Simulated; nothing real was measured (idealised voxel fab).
voxel capacitor over wiring: a process module
In the cross-section labelled cut, the width is 155 nm and each square cell is 5 nm.
Cross-section spec: square-cell grid; bands listed top down; each band is one or more rows. Heads up on the band format: heights come first, top then bottom, in nm. After that it's the materials left to right, each with its width in nm. A single material flagged "edge to edge" fills the whole band edge to edge, and "air" means there's empty space there. Below 0: as-received wafer, all one material; heights counted from there. Lowest band: no bottom, goes on down, written "top 0, no bottom". Quick explanation for "30..40": the width changes in equal steps down the rows of cells, from the first number in the band's top row to the second number in its bottom row. You'll sometimes find "no modifications" written for a step, and that's the way of saying that nowhere in the cross-section did a cell change during that step. The entry "Closed void register" lists the empty spaces that cover at least 8 cells and have no open path to the top. Each is written as width x height at distance, where the distance is measured from the left edge and all three values are in nm. On a step's line, text after the settings is the simulator commenting on that step. overlay nm: on a step with a mask, how far right of its planned place the mask lay; negative means left.
## Process steps (planned)
step 1: RECEIVE, material Si
step 2: CONFORMAL_DEP, material SiO2, thk nm 10
step 3: DIRECTIONAL_DEP, material TiN, thk nm 5
step 4: DIRECTIONAL_DEP, material Ru, thk nm 20
step 5: DIRECTIONAL_DEP, material aC, thk nm 10
step 6: PATTERN, tone cover, mask id METAL_1, material resist, width nm 25, pitch nm 95, thk nm 30, overlay nm 0
step 7: DIRECTIONAL_ETCH, etch materials aC, depth nm 10
step 8: STRIP, etch materials resist
step 9: DIRECTIONAL_ETCH, etch materials Ru, depth nm 20
step 10: DIRECTIONAL_ETCH, etch materials TiN, depth nm 5
step 11: STRIP, etch materials aC
step 12: CONFORMAL_DEP, material SiN, thk nm 5
step 13: FILL_DEP, material lowk, thk nm 5
step 14: CMP, height nm 35
step 15: CONFORMAL_DEP, material SiCN, thk nm 5
step 16: DIRECTIONAL_DEP, material lowk, thk nm 15
step 17: PATTERN, tone open, mask id PLUG_1, material resist, width nm 15, thk nm 15, overlay nm 0
step 18: DIRECTIONAL_ETCH, etch materials lowk, depth nm 15
step 19: DIRECTIONAL_ETCH, etch materials SiCN, depth nm 5
step 20: STRIP, etch materials resist
step 21: EPI, material Ru, thk nm 10
step 22: EPI, material Ru, thk nm 10
step 23: DIRECTIONAL_DEP, material TiN, thk nm 5
step 24: DIRECTIONAL_DEP, material Al2O3, thk nm 5
step 25: DIRECTIONAL_DEP, material TiN, thk nm 10
step 26: PATTERN, tone cover, mask id UPPER_PLATE, material resist, width nm 75, thk nm 20, overlay nm 0
step 27: DIRECTIONAL_ETCH, etch materials TiN, depth nm 10
step 28: DIRECTIONAL_ETCH, etch materials Al2O3, depth nm 5
step 29: STRIP, etch materials resist
step 30: PATTERN, tone cover, mask id LOWER_PLATE, material resist, width nm 85, thk nm 20, overlay nm 0
step 31: DIRECTIONAL_ETCH, etch materials TiN, depth nm 5
step 32: STRIP, etch materials resist
step 33: FILL_DEP, material SiO2, thk nm 15
step 34: CMP, height nm 85
step 35: DIRECTIONAL_DEP, material aC, thk nm 10
step 36: PATTERN, tone open, mask id PLUG_2, material resist, width nm 15, thk nm 25, overlay nm 0
step 37: DIRECTIONAL_ETCH, etch materials aC, depth nm 10
step 38: STRIP, etch materials resist
step 39: DIRECTIONAL_ETCH, etch materials SiO2, depth nm 10
step 40: STRIP, etch materials aC
step 41: CONFORMAL_DEP, material TiN, thk nm 5
step 42: FILL_DEP, material Ru, thk nm 10
step 43: CMP, height nm 85
step 44: CONFORMAL_DEP, material SiCN, thk nm 5
## So this is the incoming wafer in cross-section - it's already been through step 1
top 0, no bottom: Si edge to edge
Closed void register: none
## Cross-sectional image of the first of two wafers at the end of the module, the run having proceeded as planned
top 90, bottom 85: SiCN edge to edge
top 85, bottom 80: 35 nm SiO2, 5 nm TiN, 5 nm Ru, 5 nm TiN, 105 nm SiO2
top 80, bottom 75: 35 nm SiO2, 15 nm TiN, 105 nm SiO2
top 75, bottom 65: 25 nm SiO2, 75 nm TiN, 55 nm SiO2
top 65, bottom 60: 25 nm SiO2, 75 nm Al2O3, 55 nm SiO2
top 60, bottom 55: 20 nm SiO2, 85 nm TiN, 50 nm SiO2
top 55, bottom 40: 25 nm lowk, 15 nm Ru, 115 nm lowk
top 40, bottom 35: 25 nm SiCN, 15 nm Ru, 115 nm SiCN
top 35, bottom 15: 10 nm lowk, 5 nm SiN, 25 nm Ru, 5 nm SiN, 60 nm lowk, 5 nm SiN, 25 nm Ru, 5 nm SiN, 15 nm lowk
top 15, bottom 10: 15 nm SiN, 25 nm TiN, 70 nm SiN, 25 nm TiN, 20 nm SiN
top 10, bottom 0: SiO2 edge to edge
top 0, no bottom: Si edge to edge
Closed void register: none
## Cross-section, second wafer: same start as the first, same plan as the first, one mistake in running it; taken at the end of the module
top 90, bottom 85: SiCN edge to edge
top 85, bottom 80: 35 nm SiO2, 5 nm TiN, 5 nm Ru, 5 nm TiN, 105 nm SiO2
top 80, bottom 70: 35..40 nm SiO2, 15..60 nm TiN, 105..55 nm SiO2
top 70, bottom 65: 25 nm SiO2, 75 nm TiN, 55 nm SiO2
top 65, bottom 60: 25 nm SiO2, 15 nm TiN, 60 nm Al2O3, 55 nm SiO2
top 60, bottom 55: 20 nm SiO2, 5 nm TiN, 15 nm Al2O3, 65 nm TiN, 50 nm SiO2
top 55, bottom 50: 25 nm SiCN, 15 nm TiN, 115 nm SiCN
top 50, bottom 35: lowk edge to edge
top 35, bottom 15: 10 nm lowk, 5 nm SiN, 25 nm Ru, 5 nm SiN, 60 nm lowk, 5 nm SiN, 25 nm Ru, 5 nm SiN, 15 nm lowk
top 15, bottom 10: 15 nm SiN, 25 nm TiN, 70 nm SiN, 25 nm TiN, 20 nm SiN
top 10, bottom 0: SiO2 edge to edge
top 0, no bottom: Si edge to edge
Closed void register: none
Want to know what went wrong? steps 15 and 16 of the plan were each performed in the slot designated for the other
FYI, end of process, the second wafer has more or fewer cells of some materials than the first: Ru: 12 fewer; SiO2: 3 more; lowk: 9 more
